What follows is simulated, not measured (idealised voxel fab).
The process module that follows is named voxel released beams.
Shown is cross-section cut, with a width of 195 nm and square cells of size 5 nm.
How to read a cross-section here: the picture is a grid of square cells, written as bands going from the top down, and any band can span one or more rows of cells. The band entry comprises the height of the band's top followed by the height of its bottom, expressed in nm, and subsequently the band's materials from left to right, each stated together with its width in nm. Where a single material is marked with the word "full width", that material fills the band from edge to edge. The word "blank" represents empty space. Measure heights from 0. That's the level where, below it, the as-received wafer is all one material. The lowest band is bottomless and extends downward; write it as in "0 nm and below". Graded width ("30->40"): value in top row of band = first number; value in bottom row = second number; row-to-row change constant. "identical to before" -> step changed no cross-section cell. Voids not open to the top, 8 cells minimum: see "Closed void inventory". Written width x height at distance; distance is from the left edge; nm. Note: text after step settings on the step line = simulator remark on that step. For masked steps, "overlay nm" on the step line gives how far right of plan the mask actually lay; a minus sign means it lay to the left.

[The steps planned for the process are as follows]
- 1: RECEIVE, material Si
- 2: CONFORMAL_DEP, material SiN, thk nm 5
- 3: DIRECTIONAL_DEP, material SiO2, thk nm 10
- 4: DIRECTIONAL_DEP, material aC, thk nm 10
- 5: PATTERN, tone open, mask id ANCHOR, material resist, width nm 40, thk nm 30, overlay nm 0
- 6: DIRECTIONAL_ETCH, etch materials aC, depth nm 10
- 7: STRIP, etch materials resist
- 8: DIRECTIONAL_ETCH, etch materials SiO2, depth nm 10
- 9: STRIP, etch materials aC
- 10: CONFORMAL_DEP, material W, thk nm 15
- 11: MASKED_ETCH, tone cover, mask id BEAM, width nm 110, etch materials W, depth nm 15, overlay nm 0
- 12: STRIP, etch materials SiO2

[Here's what the wafer looked like in cross-section when it arrived - that's after step 1]
* 0 nm and below  Si full width
* Closed void inventory: none

[a wafer at the end: this start, this plan, one mistake]
* 25 nm to 15 nm  blank 40; W 20; blank 10; W 80; blank 45
* 15 nm to 10 nm  blank 40; W 110; blank 45
* 10 nm to 0 nm  blank 45; W 40; blank 110
* 0 nm and below  Si full width
* Closed void inventory: none
It is concluded that the wafer was processed incorrectly with respect to the plan, in that not run: step 2 of the plan (skipped)
